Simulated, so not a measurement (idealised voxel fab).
process module | voxel wiring stack
The width of the displayed cross-section, cut, is 235 nm; its cells are square, with a size of 5 nm.
Cross-section layout: square cells on a grid; listed as bands, top to bottom; a band spans one or more cell rows. The band entry comprises the height of the band's top followed by the height of its bottom, expressed in nm, and subsequently the band's materials from left to right, each stated together with its width in nm. Where a single material is marked with the word "all across", that material fills the band from edge to edge. The word "empty" represents empty space. Convention: height 0 is the level below which the wafer, as received, is all one material. The lowest band does not terminate at the bottom but continues downward, represented as "0..down". Top row gets the first number, bottom row gets the second, and each row in between changes by the same step: that is how a band width like "30..40" works. For the purposes of this document, the phrase "remained the same" attached to a step denotes that no cell within the cross-section was modified by that step. "Closed voids list" - sealed voids, min. 8 cells, no opening to top; format: width x height at distance (distance from left edge; nm throughout). That trailing text on a step's line, after the settings, is the simulator's own remark on the step. overlay nm: right-of-plan distance of the mask on a masked step; negative values mean left-of-plan.
### Listed below are the process steps as planned
1. RECEIVE (material Si)
2. CONFORMAL_DEP (material SiO2; thk nm 15)
3. DIRECTIONAL_DEP (material TiN; thk nm 5)
4. DIRECTIONAL_DEP (material W; thk nm 20)
5. DIRECTIONAL_DEP (material aC; thk nm 15)
6. PATTERN (tone cover; mask id METAL_1; material resist; width nm 30; pitch nm 60; thk nm 30; overlay nm 0)
7. DIRECTIONAL_ETCH (etch materials aC; depth nm 15)
8. STRIP (etch materials resist)
9. DIRECTIONAL_ETCH (etch materials W; depth nm 20)
10. DIRECTIONAL_ETCH (etch materials TiN; depth nm 5)
11. STRIP (etch materials aC)
12. CONFORMAL_DEP (material SiCN; thk nm 5)
13. FILL_DEP (material lowk; thk nm 10)
14. CMP (height nm 40)
15. CONFORMAL_DEP (material SiCN; thk nm 5)
16. DIRECTIONAL_DEP (material SiO2; thk nm 20)
17. MASKED_ETCH (tone open; mask id PLUG_1; width nm 15; pitch nm 120; etch materials SiO2; depth nm 20; overlay nm 0)
18. MASKED_ETCH (tone open; mask id PLUG_1; width nm 15; pitch nm 120; etch materials SiCN; depth nm 5; overlay nm 0)
19. CONFORMAL_DEP (material TiN; thk nm 5)
20. FILL_DEP (material W; thk nm 5)
21. CMP (height nm 65)
22. CONFORMAL_DEP (material SiCN; thk nm 5)
23. DIRECTIONAL_DEP (material SiO2; thk nm 15)
24. PATTERN (tone open; mask id METAL_2; material resist; width nm 30; pitch nm 60; thk nm 20; overlay nm 0)
25. DIRECTIONAL_ETCH (etch materials SiO2; depth nm 15)
26. DIRECTIONAL_ETCH (etch materials SiCN; depth nm 5)
27. STRIP (etch materials resist)
28. CONFORMAL_DEP (material TiN; thk nm 5)
29. FILL_DEP (material W; thk nm 5)
30. CMP (height nm 85)
31. CONFORMAL_DEP (material SiCN; thk nm 5)
32. DIRECTIONAL_DEP (material SiO2; thk nm 10)
33. MASKED_ETCH (tone open; mask id PLUG_2; width nm 15; pitch nm 60; etch materials SiO2; depth nm 10; overlay nm 0)
34. MASKED_ETCH (tone open; mask id PLUG_2; width nm 15; pitch nm 60; etch materials SiCN; depth nm 5; overlay nm 0)
35. CONFORMAL_DEP (material TiN; thk nm 5)
36. FILL_DEP (material W; thk nm 5)
37. CMP (height nm 100)
38. DIRECTIONAL_DEP (material TiN; thk nm 5)
39. DIRECTIONAL_DEP (material Ru; thk nm 25)
40. MASKED_ETCH (tone cover; mask id METAL_3; width nm 30; pitch nm 60; etch materials Ru; depth nm 25; overlay nm 0)
41. MASKED_ETCH (tone cover; mask id METAL_3; width nm 30; pitch nm 60; etch materials TiN; depth nm 5; overlay nm 0)
42. CONFORMAL_DEP (material SiN; thk nm 5)
43. FILL_DEP (material lowk; thk nm 5)
44. CMP (height nm 130)
45. CONFORMAL_DEP (material SiCN; thk nm 5)
### Delivered wafer in cross-section: state after step 1
	0..down = Si all across
	Closed voids list: none
### Wafer cross-section at module end: first of two, run to plan
	135..130 = SiCN all across
	130..105 = lowk (35) / SiN (5) / Ru (30) / SiN (5) / lowk (20) / SiN (5) / Ru (30) / SiN (5) / lowk (20) / SiN (5) / Ru (30) / SiN (5) / lowk (40)
	105..100 = SiN (40) / TiN (30) / SiN (30) / TiN (30) / SiN (30) / TiN (30) / SiN (45)
	100..90 = SiO2 (40) / TiN (5) / W (5) / TiN (5) / SiO2 (45) / TiN (5) / W (5) / TiN (5) / SiO2 (45) / TiN (5) / W (5) / TiN (5) / SiO2 (60)
	90..85 = SiCN (40) / TiN (15) / SiCN (45) / TiN (15) / SiCN (45) / TiN (15) / SiCN (60)
	85..70 = SiO2 (40) / TiN (5) / W (20) / TiN (5) / SiO2 (30) / TiN (5) / W (20) / TiN (5) / SiO2 (30) / TiN (5) / W (20) / TiN (5) / SiO2 (45)
	70..65 = SiCN (40) / TiN (30) / SiCN (30) / TiN (30) / SiCN (30) / TiN (30) / SiCN (45)
	65..45 = SiO2 (40) / TiN (5) / W (5) / TiN (5) / SiO2 (105) / TiN (5) / W (5) / TiN (5) / SiO2 (60)
	45..40 = SiCN (40) / TiN (15) / SiCN (105) / TiN (15) / SiCN (60)
	40..20 = lowk (35) / SiCN (5) / W (30) / SiCN (5) / lowk (20) / SiCN (5) / W (30) / SiCN (5) / lowk (20) / SiCN (5) / W (30) / SiCN (5) / lowk (40)
	20..15 = SiCN (40) / TiN (30) / SiCN (30) / TiN (30) / SiCN (30) / TiN (30) / SiCN (45)
	15..0 = SiO2 all across
	0..down = Si all across
	Closed voids list: none
### Cross-sectional image of the second wafer of the two following completion of the module. Starting state and process plan were the same as for the first wafer; one execution error occurred
	135..130 = SiCN all across
	130..105 = lowk (35) / SiN (5) / Ru (30) / SiN (5) / lowk (20) / SiN (5) / Ru (30) / SiN (5) / lowk (20) / SiN (5) / Ru (30) / SiN (5) / lowk (40)
	105..100 = SiN (40) / TiN (30) / SiN (30) / TiN (30) / SiN (30) / TiN (30) / SiN (45)
	100..90 = SiO2 (40) / TiN (5) / W (5) / TiN (5) / SiO2 (45) / TiN (5) / W (5) / TiN (5) / SiO2 (45) / TiN (5) / W (5) / TiN (5) / SiO2 (60)
	90..85 = SiCN (40) / TiN (15) / SiCN (45) / TiN (15) / SiCN (45) / TiN (15) / SiCN (60)
	85..70 = SiO2 (40) / TiN (5) / W (20) / TiN (5) / SiO2 (30) / TiN (5) / W (20) / TiN (5) / SiO2 (30) / TiN (5) / W (20) / TiN (5) / SiO2 (45)
	70..65 = SiCN (40) / TiN (30) / SiCN (30) / TiN (30) / SiCN (30) / TiN (30) / SiCN (45)
	65..45 = SiO2 (40) / TiN (5) / W (5) / TiN (5) / SiO2 (105) / TiN (5) / W (5) / TiN (5) / SiO2 (60)
	45..40 = SiCN (40) / TiN (15) / SiCN (105) / TiN (15) / SiCN (60)
	40..30 = lowk all across
	30..25 = lowk (35) / SiCN (40) / lowk (20) / SiCN (40) / lowk (20) / SiCN (40) / lowk (40)
	25..5 = lowk (35) / SiCN (5) / W (30) / SiCN (5) / lowk (20) / SiCN (5) / W (30) / SiCN (5) / lowk (20) / SiCN (5) / W (30) / SiCN (5) / lowk (40)
	5..0 = SiCN (40) / TiN (30) / SiCN (30) / TiN (30) / SiCN (30) / TiN (30) / SiCN (45)
	0..down = Si all across
	Closed voids list: none
Which mistake was made when the wafer was run? not run: step 2 of the plan (skipped)
The final cell counts differ between the wafers, with the second having more or fewer of some materials than the first: 24 more of SiCN | 141 fewer of SiO2 | 117 more of lowk
